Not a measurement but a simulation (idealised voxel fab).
Title: Process Module voxel lift off
The cross-section shown here is cut; it is 295 nm wide and divided into square cells measuring 5 nm on a side.
Think of the cross-section as a grid of square cells. We describe it in bands, top to bottom, and each band covers one or more rows of those cells.
Band: top and bottom heights (nm) first, top before bottom; then materials from left to right, widths in nm. "everywhere" marks a sole material filling the band edge to edge. "blank" denotes empty space.
Height is counted from the level 0, under which the received wafer is composed throughout of one material. The lowest of the bands is not closed at the bottom but continues downward, in the notation "0 and below".
With a width like "30 to 40", each row of cells in the band differs from the next by the same amount, the top row carrying the first number and the bottom row the second.
"remains unaltered" -> step changed no cross-section cell.
"Closed void listing" lists enclosed empty spaces (at least 8 cells, no open path upward to the top), each as width x height at distance from the left edge, in nm.
Whatever follows a step's settings on its line is a remark the simulator itself makes about that step.
You can add "overlay nm" to a step's line. For a step with a mask, it describes how far the mask lay to the right of its planned position, and a negative number describes a lay to the left.

**plan**
- 1: RECEIVE [material Si]
- 2: CONFORMAL_DEP [material Al2O3] [thk nm 15]
- 3: PATTERN [tone open] [mask id LINES] [material resist] [width nm 30] [pitch nm 55] [thk nm 15] [overlay nm 0]
- 4: DIRECTIONAL_DEP [material Ru] [thk nm 5]
- 5: STRIP [etch materials resist]
- 6: CONFORMAL_DEP [material SiO2] [thk nm 10]

**Wafer at receipt (post step 1), cross-section**
0 and below: Si everywhere
Closed void listing: none

**The first of two wafers, cross-sectioned at the end of the module, with the run proceeding as planned**
30 down to 25: blank (65); SiO2 (50); blank (5); SiO2 (50); blank (5); SiO2 (50); blank (70)
25 down to 20: SiO2 everywhere
20 down to 15: SiO2 (75); Ru (30); SiO2 (25); Ru (30); SiO2 (25); Ru (30); SiO2 (80)
15 down to 0: Al2O3 everywhere
0 and below: Si everywhere
Closed void listing: none

**Wafer two (of two), end-of-module cross-section: start = wafer one, plan = wafer one, one run mistake**
45 down to 40: blank (65); SiO2 (50); blank (5); SiO2 (50); blank (5); SiO2 (50); blank (70)
40 down to 35: SiO2 everywhere
35 down to 30: SiO2 (75); Ru (30); SiO2 (25); Ru (30); SiO2 (25); Ru (30); SiO2 (80)
30 down to 0: Al2O3 everywhere
0 and below: Si everywhere
Closed void listing: none
Error vs. plan: plan step 2 was twice executed
Final comparison by cell count, materials where the second wafer has more or fewer than the first: Al2O3: 177 more
